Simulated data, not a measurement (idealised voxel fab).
process module | voxel gate over fins
cross-section cut | 140 nm wide | cells 5 nm
A cross-section is a grid of square cells, given in bands from the top down. A band is one or more rows of cells.
Each band's line starts with the height of the band's top and of its bottom, in nm. Then come its materials from left to right, each with its width in nm. One material with "throughout" fills the band from edge to edge. "air" is empty space.
Height 0 is the level under which the wafer as received is all one material. The lowest band goes on downwards, as in "0 down".
A width such as "30 to 40" changes by the same amount from each row of cells to the next, from the band's top row to its bottom row.
"no change" after a step means that no cell of the cross-section changed.
closed voids: empty space of 8 cells or more with no open way to the top, each as width x height at its distance from the left edge, in nm
after a step's settings: what the simulator itself notes on the step
overlay nm, on a step with a mask: how far to the right of its planned place the mask lay; to the left if negative
plan
1 op RECEIVE | material Si
2 op CONFORMAL_DEP | material SiN | thk nm 5
3 op PATTERN | tone cover | mask id FINS | material resist | width nm 15 | pitch nm 60 | thk nm 20 | overlay nm 0
4 op DIRECTIONAL_ETCH | etch materials SiN | depth nm 5
5 op DIRECTIONAL_ETCH | etch materials Si | depth nm 40
6 op STRIP | etch materials resist
7 op OXIDIZE | depth nm 5
8 op FILL_DEP | material SiO2 | thk nm 15
9 op CMP | height nm 5
10 op PATTERN | tone open | mask id RAIL | material resist | width nm 15 | thk nm 15 | overlay nm 0
11 op DIRECTIONAL_ETCH | etch materials SiO2 | depth nm 40
12 op STRIP | etch materials resist
13 op CONFORMAL_DEP | material TiN | thk nm 5
14 op FILL_DEP | material W | thk nm 10
15 op CMP | height nm 5
16 op SELECTIVE_ETCH | etch materials W Ru TiN | depth nm 20
17 op FILL_DEP | material SiO2 | thk nm 5
18 op CMP | height nm 5
19 op SELECTIVE_ETCH | etch materials SiO2 | depth nm 15
20 op STRIP | etch materials SiN
21 op CONFORMAL_DEP | material HfO2 | thk nm 5
22 op CONFORMAL_DEP | material TiN | thk nm 5
23 op CONFORMAL_DEP | material TiAl | thk nm 5
24 op CONFORMAL_DEP | material TiN | thk nm 5
25 op FILL_DEP | material W | thk nm 10
26 op CMP | height nm 25
27 op CONFORMAL_DEP | material SiCN | thk nm 10
as received, after step 1
  0 down: Si throughout
  closed voids: none
first wafer at the end, as planned
  35 to 25: SiCN throughout
  25 to 20: W throughout
  20 to 15: W 15 | TiN 45 | W 15 | TiN 45 | W 20
  15 to 10: W 15 | TiN 5 | TiAl 35 | TiN 5 | W 15 | TiN 5 | TiAl 35 | TiN 5 | W 20
  10 to 5: TiN 20 | TiAl 5 | TiN 25 | TiAl 5 | TiN 25 | TiAl 5 | TiN 25 | TiAl 5 | TiN 25
  5 to 0: TiAl 25 | TiN 5 | HfO2 15 | TiN 5 | TiAl 35 | TiN 5 | HfO2 15 | TiN 5 | TiAl 30
  0 to -5: TiN 30 | HfO2 5 | Si 5 | HfO2 5 | TiN 45 | HfO2 5 | Si 5 | HfO2 5 | TiN 35
  -5 to -10: HfO2 35 | Si 5 | HfO2 55 | Si 5 | HfO2 40
  -10 to -15: SiO2 35 | Si 5 | SiO2 55 | Si 5 | SiO2 40
  -15 to -30: SiO2 35 | Si 5 | SiO2 20 | TiN 5 | W 5 | TiN 5 | SiO2 20 | Si 5 | SiO2 40
  -30 to -35: SiO2 35 | Si 5 | SiO2 20 | TiN 15 | SiO2 20 | Si 5 | SiO2 40
  -35 to -45: SiO2 35 | Si 5 | SiO2 55 | Si 5 | SiO2 40
  -45 down: Si throughout
  closed voids: none
second wafer at the end: like start, like plan, one mistake
  35 to 25: SiCN throughout
  25 to 20: W throughout
  20 to 15: W 20 | TiN 45 | W 15 | TiN 45 | W 15
  15 to 10: W 20 | TiN 5 | TiAl 35 | TiN 5 | W 15 | TiN 5 | TiAl 35 | TiN 5 | W 15
  10 to 5: TiN 25 | TiAl 5 | TiN 25 | TiAl 5 | TiN 25 | TiAl 5 | TiN 25 | TiAl 5 | TiN 20
  5 to 0: TiAl 30 | TiN 5 | HfO2 15 | TiN 5 | TiAl 35 | TiN 5 | HfO2 15 | TiN 5 | TiAl 25
  0 to -5: TiN 35 | HfO2 5 | Si 5 | HfO2 5 | TiN 45 | HfO2 5 | Si 5 | HfO2 5 | TiN 30
  -5 to -10: HfO2 40 | Si 5 | HfO2 55 | Si 5 | HfO2 35
  -10 to -15: SiO2 40 | Si 5 | SiO2 55 | Si 5 | SiO2 35
  -15 to -30: SiO2 40 | Si 5 | SiO2 15 | TiN 5 | W 5 | TiN 5 | SiO2 25 | Si 5 | SiO2 35
  -30 to -35: SiO2 40 | Si 5 | SiO2 15 | TiN 15 | SiO2 25 | Si 5 | SiO2 35
  -35 to -45: SiO2 40 | Si 5 | SiO2 55 | Si 5 | SiO2 35
  -45 down: Si throughout
  closed voids: none
what went wrong: step 3 ran as: op PATTERN | tone cover | mask id FINS | material resist | width nm 15 | pitch nm 60 | thk nm 20 | overlay nm 5
at the end the second wafer has, in cells: as many of each material as the first, in other places
